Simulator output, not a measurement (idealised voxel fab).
Process module under the name voxel ribs on slabs
The width of the displayed cross-section, cut, is 160 nm; its cells are square, with a size of 5 nm.
Throughout this document, each cross-section is represented as a grid of square cells and is presented as a sequence of bands enumerated from the top downward, where a band comprises one or more rows of cells. Heights first: top, then bottom, in nm. Then materials, left to right, each with a width in nm. "edge to edge" on a single material: fills the band edge to edge. "empty": empty space. Height is counted from the level 0, under which the received wafer is composed throughout of one material. The lowest of the bands is not closed at the bottom but continues downward, in the notation "z 0 and below". Think of "30->40" as a width that walks from the first number to the second as you go down the band, top row to bottom row, taking equal-sized steps from row to row. You'll sometimes find "remained the same" written for a step, and that's the way of saying that nowhere in the cross-section did a cell change during that step. Voids not open to the top, 8 cells minimum: see "Completely enclosed voids". Written width x height at distance; distance is from the left edge; nm. Read whatever lies past the settings on a step's line as the simulator's own remark about the step. overlay nm: right-of-plan distance of the mask on a masked step; negative values mean left-of-plan.

# plan
step 1: RECEIVE, material Si
step 2: DIRECTIONAL_DEP, material SiO2, thk nm 25
step 3: DIRECTIONAL_DEP, material polySi, thk nm 20
step 4: MASKED_ETCH, tone cover, mask id RIB, width nm 20, etch materials polySi, depth nm 5, overlay nm 0
step 5: DIRECTIONAL_DEP, material aC, thk nm 10
step 6: PATTERN, tone cover, mask id SLAB, material resist, width nm 40, thk nm 25, overlay nm 0
step 7: DIRECTIONAL_ETCH, etch materials aC, depth nm 10
step 8: STRIP, etch materials resist
step 9: DIRECTIONAL_ETCH, etch materials polySi, depth nm 15
step 10: STRIP, etch materials aC
step 11: FILL_DEP, material SiO2, thk nm 25
step 12: CMP, height nm 60
step 13: DIRECTIONAL_DEP, material TiN, thk nm 5
step 14: DIRECTIONAL_DEP, material aC, thk nm 15
step 15: PATTERN, tone cover, mask id HEATER, material resist, width nm 30, thk nm 30, overlay nm 0
step 16: DIRECTIONAL_ETCH, etch materials aC, depth nm 15
step 17: STRIP, etch materials resist
step 18: DIRECTIONAL_ETCH, etch materials TiN, depth nm 5
step 19: STRIP, etch materials aC
step 20: CONFORMAL_DEP, material SiN, thk nm 10
Keep in mind the plan's value for the width nm of step 6 comes from the first wafer; the wafers don't share that setting, but they do share the same starting point.

# Incoming state of the first of several wafers in cross-section: after step 1
	z 0 and below = Si edge to edge
	Completely enclosed voids: none

# Post step 20, the closing step of the module: first of several wafers, cross-sectioned
	z 75 to 70 = 55 empty | 50 SiN | 55 empty
	z 70 to 65 = SiN edge to edge
	z 65 to 60 = 65 SiN | 30 TiN | 65 SiN
	z 60 to 45 = SiO2 edge to edge
	z 45 to 40 = 70 SiO2 | 20 polySi | 70 SiO2
	z 40 to 25 = 60 SiO2 | 40 polySi | 60 SiO2
	z 25 to 0 = SiO2 edge to edge
	z 0 and below = Si edge to edge
	Completely enclosed voids: none

# The module's end: a cross-section of the last wafer
	z 75 to 70 = 55 empty | 50 SiN | 55 empty
	z 70 to 65 = SiN edge to edge
	z 65 to 60 = 65 SiN | 30 TiN | 65 SiN
	z 60 to 45 = SiO2 edge to edge
	z 45 to 40 = 70 SiO2 | 20 polySi | 70 SiO2
	z 40 to 25 = 50 SiO2 | 65 polySi | 45 SiO2
	z 25 to 0 = SiO2 edge to edge
	z 0 and below = Si edge to edge
	Completely enclosed voids: none

# Heads up, this table goes wafer by wafer. A row tells you, at the end of the module, how many cells of each material that wafer has put on (+) or dropped (-) since it was received, and then its closed voids
width nm 40, +68 SiN, +356 SiO2, +6 TiN, +28 polySi, Completely enclosed voids: none
width nm 45, +68 SiN, +353 SiO2, +6 TiN, +31 polySi, Completely enclosed voids: none
width nm 50, +68 SiN, +350 SiO2, +6 TiN, +34 polySi, Completely enclosed voids: none
width nm 55, +68 SiN, +347 SiO2, +6 TiN, +37 polySi, Completely enclosed voids: none
width nm 60, +68 SiN, +344 SiO2, +6 TiN, +40 polySi, Completely enclosed voids: none
width nm 65, +68 SiN, +341 SiO2, +6 TiN, +43 polySi, Completely enclosed voids: none
